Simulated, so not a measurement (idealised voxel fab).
process module | voxel self aligned contacts
cross-section cut | 235 nm wide | cells 5 nm
A cross-section is a grid of square cells, given in bands from the top down. A band is one or more rows of cells.
Each band's line starts with the height of the band's top and of its bottom, in nm. Then come its materials from left to right, each with its width in nm. One material with "throughout" fills the band from edge to edge. "air" is empty space.
Height 0 is the level under which the wafer as received is all one material. The lowest band goes on downwards, as in "0 down".
A width such as "30 to 40" changes by the same amount from each row of cells to the next, from the band's top row to its bottom row.
"no change" after a step means that no cell of the cross-section changed.
closed voids: empty space of 8 cells or more with no open way to the top, each as width x height at its distance from the left edge, in nm
after a step's settings: what the simulator itself notes on the step
overlay nm, on a step with a mask: how far to the right of its planned place the mask lay; to the left if negative
plan
1 op RECEIVE | material Si
2 op OXIDIZE | depth nm 5
3 op DIRECTIONAL_DEP | material polySi | thk nm 25
4 op DIRECTIONAL_DEP | material SiN | thk nm 15
5 op PATTERN | tone cover | mask id GATE | material resist | width nm 25 | pitch nm 50 | thk nm 20 | overlay nm 0
6 op DIRECTIONAL_ETCH | etch materials SiN | depth nm 15
7 op DIRECTIONAL_ETCH | etch materials polySi | depth nm 25
8 op STRIP | etch materials resist
9 op CONFORMAL_DEP | material SiN | thk nm 5
10 op DIRECTIONAL_ETCH | etch materials SiN | depth nm 5
11 op FILL_DEP | material SiO2 | thk nm 20
12 op CMP | height nm 50
13 op DIRECTIONAL_DEP | material aC | thk nm 10
14 op PATTERN | tone open | mask id CONTACT | material resist | width nm 35 | pitch nm 50 | thk nm 30 | overlay nm 0
15 op DIRECTIONAL_ETCH | etch materials aC | depth nm 10
16 op STRIP | etch materials resist
17 op DIRECTIONAL_ETCH | etch materials SiO2 | depth nm 55
18 op STRIP | etch materials aC
19 op CONFORMAL_DEP | material TiN | thk nm 5
20 op FILL_DEP | material Ru | thk nm 10
21 op CMP | height nm 50
22 op CONFORMAL_DEP | material SiCN | thk nm 5
as received, after step 1
  0 down: Si throughout
  closed voids: none
first wafer at the end, as planned
  55 to 50: SiCN throughout
  50 to 40: SiO2 75 | TiN 5 to 15 | Ru 25 to 5 | TiN 5 to 15 | SiO2 15 | TiN 5 to 15 | Ru 25 to 5 | TiN 5 to 15 | SiO2 75
  40 to 25: SiO2 50 | SiN 35 | TiN 5 | Ru 5 | TiN 5 | SiN 35 | TiN 5 | Ru 5 | TiN 5 | SiN 35 | SiO2 50
  25 to 0: SiO2 50 | SiN 5 | polySi 25 | SiN 5 | TiN 5 | Ru 5 | TiN 5 | SiN 5 | polySi 25 | SiN 5 | TiN 5 | Ru 5 | TiN 5 | SiN 5 | polySi 25 | SiN 5 | SiO2 50
  0 to -5: SiO2 85 | TiN 15 | SiO2 35 | TiN 15 | SiO2 85
  -5 down: Si throughout
  closed voids: none
second wafer at the end: like start, like plan, one mistake
  55 to 50: SiCN throughout
  50 to 45: SiO2 75 | TiN 5 | Ru 25 | TiN 5 | SiO2 15 | TiN 5 | Ru 25 | TiN 5 | SiO2 75
  45 to 40: SiO2 75 | TiN 35 | SiO2 15 | TiN 35 | SiO2 75
  40 to 25: SiN 60 | SiO2 15 | SiN 35 | SiO2 15 | SiN 35 | SiO2 15 | SiN 60
  25 to 0: polySi 55 | SiN 5 | SiO2 15 | SiN 5 | polySi 25 | SiN 5 | SiO2 15 | SiN 5 | polySi 25 | SiN 5 | SiO2 15 | SiN 5 | polySi 55
  0 to -5: SiO2 throughout
  -5 down: Si throughout
  closed voids: none
what went wrong: step 5 ran as: op PATTERN | tone open | mask id GATE | material resist | width nm 25 | pitch nm 50 | thk nm 20 | overlay nm 0
at the end the second wafer has, in cells: 18 fewer of Ru | 51 more of SiN | 82 fewer of SiO2 | 36 fewer of TiN | 85 more of polySi
